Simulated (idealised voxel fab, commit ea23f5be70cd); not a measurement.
process module | voxel transistor to metal
cross-section cut | 150 nm wide | cells 5 nm
A cross-section is a grid of square cells, given in bands from the top down. A band is one or more rows of cells.
Each band's line starts with the height of the band's top and of its bottom, in nm. Then come its materials from left to right, each with its width in nm. One material with "throughout" fills the band from edge to edge. "air" is empty space.
Height 0 is the level under which the wafer as received is all one material. The lowest band goes on downwards, as in "0 down".
A width such as "30 to 40" changes by the same amount from each row of cells to the next, from the band's top row to its bottom row.
"no change" after a step means that no cell of the cross-section changed.
closed voids: empty space of 8 cells or more with no open way to the top, each as width x height at its distance from the left edge, in nm
after a step's settings: what the simulator itself notes on the step
overlay nm, on a step with a mask: how far to the right of its planned place the mask lay; to the left if negative
Each pair below shows a cross-section before one step and the cross-section after it, down to the lowest band that changed. The line under each pair gives the step between them, with its settings. The pairs can come from different runs of this module on the same starting wafer, so a pair continues from the pair above only where its "before" says so.
before
  125 to 120: TiN 35 | air 10 | TiN 55 | air 10 | TiN 40
  120 to 110: SiO2 30 | TiN 5 | air 10 | TiN 5 | SiO2 45 | TiN 5 | air 10 | TiN 5 | SiO2 35
  110 to 105: SiO2 30 | TiN 5 | air 5 | TiN 10 | SiO2 45 | TiN 5 | air 5 | TiN 10 | SiO2 35
  105 to 95: SiO2 30 | TiN 5 | air 5 | TiN 5 | SiO2 50 | TiN 5 | air 5 | TiN 5 | SiO2 40
  95 to 90: SiCN 30 | TiN 15 | SiCN 50 | TiN 15 | SiCN 40
  90 to 85: SiCN 25 | Ru 30 | SiCN 35 | Ru 30 | SiCN 30
  85 to 60: SiO2 30 | W 5 | Cu 10 | W 5 | SiO2 45 | W 5 | Cu 10 | W 5 | SiO2 35
  60 to 55: SiCN 30 | W 20 | SiCN 45 | W 20 | SiCN 35
  55 to 40: SiO2 30 | TiN 5 | W 10 | TiN 5 | SiO2 45 | TiN 5 | W 10 | TiN 5 | SiO2 35
  40 to 25: SiO2 30 | TiN 5 | W 10 | TiN 5 | SiO2 5 | SiN 10 | SiCN 15 | SiN 10 | SiO2 5 | TiN 5 | W 10 | TiN 5 | SiO2 35
  25 to 5: SiO2 30 | TiN 5 | W 10 | TiN 5 | SiO2 5 | SiN 10 | polySi 15 | SiN 10 | SiO2 5 | TiN 5 | W 10 | TiN 5 | SiO2 35
  5 to 0: SiO2 20 | SiN 10 | TiN 20 | SiO2 5 | SiN 10 | polySi 15 | SiN 10 | SiO2 5 | TiN 20 | SiN 10 | SiO2 25
  0 to -5: SiO2 30 | SiGe 25 | SiO2 35 | SiGe 25 | SiO2 35
  -5 to -30: SiO2 25 | Si 95 | SiO2 30
  -30 down: Si throughout
  closed voids: none
after
  130 to 125: Cu throughout
  125 to 120: TiN 35 | Cu 10 | TiN 55 | Cu 10 | TiN 40
  120 to 110: SiO2 30 | TiN 5 | Cu 10 | TiN 5 | SiO2 45 | TiN 5 | Cu 10 | TiN 5 | SiO2 35
  110 to 105: SiO2 30 | TiN 5 | Cu 5 | TiN 10 | SiO2 45 | TiN 5 | Cu 5 | TiN 10 | SiO2 35
  105 to 95: SiO2 30 | TiN 5 | Cu 5 | TiN 5 | SiO2 50 | TiN 5 | Cu 5 | TiN 5 | SiO2 40
  below 95: unchanged
  closed voids: none
the step between: op FILL_DEP | material Cu | thk nm 5
before: the cross-section after the pair above
after
  120 to 110: SiO2 30 | TiN 5 | Cu 10 | TiN 5 | SiO2 45 | TiN 5 | Cu 10 | TiN 5 | SiO2 35
  below 110: unchanged
  closed voids: none
the step between: op CMP | height nm 120
before: the cross-section after the pair above
after
  125 to 120: SiN throughout
  below 120: unchanged
  closed voids: none
the step between: op CONFORMAL_DEP | material SiN | thk nm 5
before
  120 to 95: SiO2 throughout
  95 to 90: SiCN throughout
  90 to 85: SiCN 25 | Ru 30 | SiCN 35 | Ru 30 | SiCN 30
  85 to 60: SiO2 30 | TiN 5 | Cu 10 | TiN 5 | SiO2 45 | TiN 5 | Cu 10 | TiN 5 | SiO2 35
  60 to 55: SiCN 30 | TiN 20 | SiCN 45 | TiN 20 | SiCN 35
  55 to 40: SiO2 30 | TiN 5 | W 10 | TiN 5 | SiO2 45 | TiN 5 | W 10 | TiN 5 | SiO2 35
  40 to 25: SiO2 30 | TiN 5 | W 10 | TiN 5 | SiO2 5 | SiN 10 | SiCN 15 | SiN 10 | SiO2 5 | TiN 5 | W 10 | TiN 5 | SiO2 35
  25 to 5: SiO2 30 | TiN 5 | W 10 | TiN 5 | SiO2 5 | SiN 10 | polySi 15 | SiN 10 | SiO2 5 | TiN 5 | W 10 | TiN 5 | SiO2 35
  5 to 0: SiO2 20 | SiN 10 | TiN 20 | SiO2 5 | SiN 10 | polySi 15 | SiN 10 | SiO2 5 | TiN 20 | SiN 10 | SiO2 25
  0 to -5: SiO2 30 | SiGe 25 | SiO2 35 | SiGe 25 | SiO2 35
  -5 to -30: SiO2 25 | Si 95 | SiO2 30
  -30 down: Si throughout
  closed voids: none
after
  140 to 120: air 30 | resist 20 | air 45 | resist 20 | air 35
  below 120: unchanged
  closed voids: none
the step between: op PATTERN | tone cover | mask id METAL_2 | material resist | width nm 20 | pitch nm 65 | thk nm 20 | overlay nm 0
before: the cross-section after the pair above
after
  140 to 120: air 30 | resist 20 | air 45 | resist 20 | air 35
  120 to 105: air 30 | SiO2 20 | air 45 | SiO2 20 | air 35
  below 105: unchanged
  closed voids: none
the step between: op DIRECTIONAL_ETCH | etch materials SiO2 | depth nm 15
before: the cross-section after the pair above
after
  120 to 105: air 30 | SiO2 20 | air 45 | SiO2 20 | air 35
  below 105: unchanged
  closed voids: none
the step between: op STRIP | etch materials resist
before: the cross-section after the pair above
after
  130 to 120: air 30 | aC 20 | air 45 | aC 20 | air 35
  120 to 115: air 30 | SiO2 20 | air 45 | SiO2 20 | air 35
  115 to 105: aC 30 | SiO2 20 | aC 45 | SiO2 20 | aC 35
  below 105: unchanged
  closed voids: none
the step between: op DIRECTIONAL_DEP | material aC | thk nm 10
before: the cross-section after the pair above
after
  160 to 130: resist 30 | air 15 | resist 50 | air 15 | resist 40
  130 to 120: resist 30 | aC 20 | resist 45 | aC 20 | resist 35
  120 to 115: resist 30 | SiO2 20 | resist 45 | SiO2 20 | resist 35
  below 115: unchanged
  closed voids: none
the step between: op PATTERN | tone open | mask id METAL_2_HOLES | material resist | width nm 15 | pitch nm 65 | thk nm 30 | overlay nm 0
before: the cross-section after the pair above
after
  150 to 130: resist 30 | air 15 | resist 50 | air 15 | resist 40
  130 to 120: resist 30 | air 15 | aC 5 | resist 45 | air 15 | aC 5 | resist 35
  below 120: unchanged
  closed voids: none
the step between: op DIRECTIONAL_ETCH | etch materials aC | depth nm 10
before: the cross-section after the pair above
after
  130 to 120: air 45 | aC 5 | air 60 | aC 5 | air 35
  120 to 115: air 30 | SiO2 20 | air 45 | SiO2 20 | air 35
  below 115: unchanged
  closed voids: none
the step between: op STRIP | etch materials resist
before: the cross-section after the pair above
after
  130 to 120: air 45 | aC 5 | air 60 | aC 5 | air 35
  120 to 115: air 45 | SiO2 5 | air 60 | SiO2 5 | air 35
  115 to 110: aC 30 | air 15 | SiO2 5 | aC 45 | air 15 | SiO2 5 | aC 35
  below 110: unchanged
  closed voids: none
the step between: op DIRECTIONAL_ETCH | etch materials SiO2 | depth nm 10
before: the cross-section after the pair above
after
  120 to 110: air 45 | SiO2 5 | air 60 | SiO2 5 | air 35
  110 to 105: air 30 | SiO2 20 | air 45 | SiO2 20 | air 35
  below 105: unchanged
  closed voids: none
the step between: op STRIP | etch materials aC
before: the cross-section after the pair above
after
  125 to 120: air 40 | TiN 15 | air 50 | TiN 15 | air 30
  120 to 110: air 40 to 25 | TiN 5 to 20 | SiO2 5 | TiN 5 | air 50 to 35 | TiN 5 to 20 | SiO2 5 | TiN 5 | air 30
  110 to 105: TiN 30 | SiO2 20 | TiN 45 | SiO2 20 | TiN 35
  below 105: unchanged
  closed voids: none
the step between: op CONFORMAL_DEP | material TiN | thk nm 5
before: the cross-section after the pair above
after
  130 to 125: Cu throughout
  125 to 120: Cu 40 | TiN 15 | Cu 50 | TiN 15 | Cu 30
  120 to 110: Cu 40 to 25 | TiN 5 to 20 | SiO2 5 | TiN 5 | Cu 50 to 35 | TiN 5 to 20 | SiO2 5 | TiN 5 | Cu 30
  below 110: unchanged
  closed voids: none
the step between: op FILL_DEP | material Cu | thk nm 5
before: the cross-section after the pair above
after
  120 to 110: Cu 40 to 25 | TiN 5 to 20 | SiO2 5 | TiN 5 | Cu 50 to 35 | TiN 5 to 20 | SiO2 5 | TiN 5 | Cu 30
  below 110: unchanged
  closed voids: none
the step between: op CMP | height nm 120
before: the cross-section after the pair above
after
  125 to 120: SiN throughout
  below 120: unchanged
  closed voids: none
the step between: op CONFORMAL_DEP | material SiN | thk nm 5
